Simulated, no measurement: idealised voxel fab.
process module | voxel transistor to metal
cross-section cut | 175 nm wide | cells 5 nm
A cross-section is a grid of square cells, given in bands from the top down. A band is one or more rows of cells.
Each band's line starts with the height of the band's top and of its bottom, in nm. Then come its materials from left to right, each with its width in nm. One material with "throughout" fills the band from edge to edge. "air" is empty space.
Height 0 is the level under which the wafer as received is all one material. The lowest band goes on downwards, as in "0 down".
A width such as "30 to 40" changes by the same amount from each row of cells to the next, from the band's top row to its bottom row.
"no change" after a step means that no cell of the cross-section changed.
closed voids: empty space of 8 cells or more with no open way to the top, each as width x height at its distance from the left edge, in nm
after a step's settings: what the simulator itself notes on the step
overlay nm, on a step with a mask: how far to the right of its planned place the mask lay; to the left if negative
plan
1 op RECEIVE | material Si
2 op CONFORMAL_DEP | material SiO2 | thk nm 5
3 op CONFORMAL_DEP | material SiN | thk nm 10
4 op DIRECTIONAL_DEP | material aC | thk nm 10
5 op PATTERN | tone cover | mask id ACTIVE | material resist | width nm 110 | thk nm 30 | overlay nm 0
6 op DIRECTIONAL_ETCH | etch materials aC | depth nm 10
7 op STRIP | etch materials resist
8 op DIRECTIONAL_ETCH | etch materials SiN | depth nm 10
9 op DIRECTIONAL_ETCH | etch materials SiO2 | depth nm 5
10 op DIRECTIONAL_ETCH | etch materials Si | depth nm 35
11 op STRIP | etch materials aC
12 op OXIDIZE | depth nm 5
13 op FILL_DEP | material SiO2 | thk nm 5
14 op CMP | height nm 15
15 op SELECTIVE_ETCH | etch materials SiO2 | depth nm 5
16 op STRIP | etch materials SiN
17 op SELECTIVE_ETCH | etch materials SiO2 | depth nm 5
18 op OXIDIZE | depth nm 5
19 op DIRECTIONAL_DEP | material polySi | thk nm 30
20 op DIRECTIONAL_DEP | material SiCN | thk nm 15
21 op DIRECTIONAL_DEP | material aC | thk nm 10
22 op PATTERN | tone cover | mask id GATE | material resist | width nm 20 | thk nm 25 | overlay nm 0
23 op DIRECTIONAL_ETCH | etch materials aC | depth nm 10
24 op STRIP | etch materials resist
25 op DIRECTIONAL_ETCH | etch materials SiCN | depth nm 25
26 op DIRECTIONAL_ETCH | etch materials polySi | depth nm 40
27 op STRIP | etch materials aC
28 op CONFORMAL_DEP | material SiO2 | thk nm 5
29 op DIRECTIONAL_ETCH | etch materials SiO2 | depth nm 5
30 op CONFORMAL_DEP | material SiN | thk nm 10
31 op DIRECTIONAL_ETCH | etch materials SiN | depth nm 10
32 op DIRECTIONAL_ETCH | etch materials SiO2 | depth nm 5
33 op DIRECTIONAL_ETCH | etch materials Si | depth nm 15
34 op EPI | material SiGe | thk nm 15
35 op FILL_DEP | material SiO2 | thk nm 10
36 op CMP | height nm 45
37 op DIRECTIONAL_DEP | material SiO2 | thk nm 10
38 op DIRECTIONAL_DEP | material aC | thk nm 15
39 op PATTERN | tone open | mask id CONTACT | material resist | width nm 30 | pitch nm 60 | thk nm 35 | overlay nm 0
40 op DIRECTIONAL_ETCH | etch materials aC | depth nm 15
41 op STRIP | etch materials resist
42 op DIRECTIONAL_ETCH | etch materials SiO2 | depth nm 45
43 op STRIP | etch materials aC
44 op CONFORMAL_DEP | material TiN | thk nm 5
45 op FILL_DEP | material W | thk nm 5
46 op CMP | height nm 55
47 op DIRECTIONAL_DEP | material TiN | thk nm 5
48 op DIRECTIONAL_DEP | material W | thk nm 25
49 op PATTERN | tone cover | mask id METAL_1 | material resist | width nm 20 | pitch nm 70 | thk nm 15 | overlay nm 0
50 op DIRECTIONAL_ETCH | etch materials W | depth nm 25
51 op DIRECTIONAL_ETCH | etch materials TiN | depth nm 5
52 op STRIP | etch materials resist
53 op CONFORMAL_DEP | material SiN | thk nm 5
54 op FILL_DEP | material lowk | thk nm 5
55 op CMP | height nm 85
56 op CONFORMAL_DEP | material SiCN | thk nm 5
57 op DIRECTIONAL_DEP | material lowk | thk nm 35
58 op MASKED_ETCH | tone open | mask id METAL_2 | width nm 20 | pitch nm 70 | etch materials lowk | depth nm 20 | overlay nm 0
59 op DIRECTIONAL_DEP | material aC | thk nm 15
60 op PATTERN | tone open | mask id METAL_2_HOLES | material resist | width nm 15 | pitch nm 70 | thk nm 35 | overlay nm 0
61 op DIRECTIONAL_ETCH | etch materials aC | depth nm 15
62 op STRIP | etch materials resist
63 op DIRECTIONAL_ETCH | etch materials lowk | depth nm 15
64 op DIRECTIONAL_ETCH | etch materials SiCN | depth nm 5
65 op STRIP | etch materials aC
66 op CONFORMAL_DEP | material TiN | thk nm 5
67 op FILL_DEP | material Ru | thk nm 5
68 op CMP | height nm 125
69 op CONFORMAL_DEP | material SiN | thk nm 5
varied across the wafers: width nm of step 60. The plan shows the first wafer's value. All wafers start alike
first wafer as received, after step 1
  0 down: Si throughout
  closed voids: none
first wafer at the end, after step 69
  130 to 125: SiN throughout
  125 to 110: lowk 40 | TiN 5 | Ru 10 | TiN 5 | lowk 50 | TiN 5 | Ru 10 | TiN 5 | lowk 45
  110 to 105: lowk 40 | TiN 5 | Ru 5 | TiN 10 | lowk 50 | TiN 5 | Ru 5 | TiN 10 | lowk 45
  105 to 90: lowk 40 | TiN 5 | Ru 5 | TiN 5 | lowk 55 | TiN 5 | Ru 5 | TiN 5 | lowk 50
  90 to 85: SiCN 40 | TiN 15 | SiCN 55 | TiN 15 | SiCN 50
  85 to 60: lowk 35 | SiN 5 | W 20 | SiN 5 | lowk 40 | SiN 5 | W 20 | SiN 5 | lowk 40
  60 to 55: SiN 40 | TiN 20 | SiN 50 | TiN 20 | SiN 45
  55 to 45: SiO2 40 | TiN 5 | W 20 to 10 | TiN 5 to 15 | SiO2 30 | TiN 5 to 15 | W 20 to 10 | TiN 5 | SiO2 45
  45 to 30: SiO2 40 | TiN 5 | W 10 | TiN 5 | SiN 10 | SiO2 5 | SiCN 20 | SiO2 5 | SiN 10 | TiN 5 | W 10 | TiN 5 | SiO2 45
  30 to 15: SiO2 40 | TiN 5 | W 10 | TiN 5 | SiN 10 | SiO2 5 | polySi 20 | SiO2 5 | SiN 10 | TiN 5 | W 10 | TiN 5 | SiO2 45
  15 to 10: SiO2 40 | TiN 20 | SiN 10 | SiO2 5 | polySi 20 | SiO2 5 | SiN 10 | TiN 20 | SiO2 45
  10 to 5: SiO2 35 | SiGe 25 | SiN 10 | SiO2 5 | polySi 20 | SiO2 5 | SiN 10 | SiGe 25 | SiO2 40
  5 to 0: SiO2 30 | SiN 10 | SiGe 20 | SiN 10 | SiO2 5 | polySi 20 | SiO2 5 | SiN 10 | SiGe 20 | SiN 10 | SiO2 35
  0 to -5: SiO2 40 | SiGe 20 | SiO2 50 | SiGe 20 | SiO2 45
  -5 to -20: SiO2 35 | Si 5 | SiGe 20 | Si 50 | SiGe 20 | Si 5 | SiO2 40
  -20 to -40: SiO2 35 | Si 100 | SiO2 40
  -40 down: Si throughout
  closed voids: none
last wafer at the end
  130 to 125: SiN throughout
  125 to 115: lowk 35 | TiN 5 | Ru 20 | TiN 5 | lowk 40 | TiN 5 | Ru 20 | TiN 5 | lowk 40
  115 to 110: lowk 35 | TiN 10 | Ru 10 | TiN 10 | lowk 40 | TiN 10 | Ru 10 | TiN 10 | lowk 40
  110 to 90: lowk 40 | TiN 5 | Ru 10 | TiN 5 | lowk 50 | TiN 5 | Ru 10 | TiN 5 | lowk 45
  90 to 85: SiCN 40 | TiN 20 | SiCN 50 | TiN 20 | SiCN 45
  85 to 60: lowk 35 | SiN 5 | W 20 | SiN 5 | lowk 40 | SiN 5 | W 20 | SiN 5 | lowk 40
  60 to 55: SiN 40 | TiN 20 | SiN 50 | TiN 20 | SiN 45
  55 to 45: SiO2 40 | TiN 5 | W 20 to 10 | TiN 5 to 15 | SiO2 30 | TiN 5 to 15 | W 20 to 10 | TiN 5 | SiO2 45
  45 to 30: SiO2 40 | TiN 5 | W 10 | TiN 5 | SiN 10 | SiO2 5 | SiCN 20 | SiO2 5 | SiN 10 | TiN 5 | W 10 | TiN 5 | SiO2 45
  30 to 15: SiO2 40 | TiN 5 | W 10 | TiN 5 | SiN 10 | SiO2 5 | polySi 20 | SiO2 5 | SiN 10 | TiN 5 | W 10 | TiN 5 | SiO2 45
  15 to 10: SiO2 40 | TiN 20 | SiN 10 | SiO2 5 | polySi 20 | SiO2 5 | SiN 10 | TiN 20 | SiO2 45
  10 to 5: SiO2 35 | SiGe 25 | SiN 10 | SiO2 5 | polySi 20 | SiO2 5 | SiN 10 | SiGe 25 | SiO2 40
  5 to 0: SiO2 30 | SiN 10 | SiGe 20 | SiN 10 | SiO2 5 | polySi 20 | SiO2 5 | SiN 10 | SiGe 20 | SiN 10 | SiO2 35
  0 to -5: SiO2 40 | SiGe 20 | SiO2 50 | SiGe 20 | SiO2 45
  -5 to -20: SiO2 35 | Si 5 | SiGe 20 | Si 50 | SiGe 20 | Si 5 | SiO2 40
  -20 to -40: SiO2 35 | Si 100 | SiO2 40
  -40 down: Si throughout
  closed voids: none
each wafer at the end: cells of each material gained (+) or lost (-) since it was received, then its closed voids
width nm 15 | +20 Ru | -164 Si | +41 SiCN | +50 SiGe | +122 SiN | +343 SiO2 | +88 TiN | +76 W | +310 lowk | +24 polySi | closed voids: none
width nm 20 | +28 Ru | -164 Si | +39 SiCN | +50 SiGe | +122 SiN | +343 SiO2 | +88 TiN | +76 W | +304 lowk | +24 polySi | closed voids: none
width nm 25 | +32 Ru | -164 Si | +39 SiCN | +50 SiGe | +122 SiN | +343 SiO2 | +90 TiN | +76 W | +298 lowk | +24 polySi | closed voids: none
width nm 30 | +36 Ru | -164 Si | +39 SiCN | +50 SiGe | +122 SiN | +343 SiO2 | +92 TiN | +76 W | +292 lowk | +24 polySi | closed voids: none
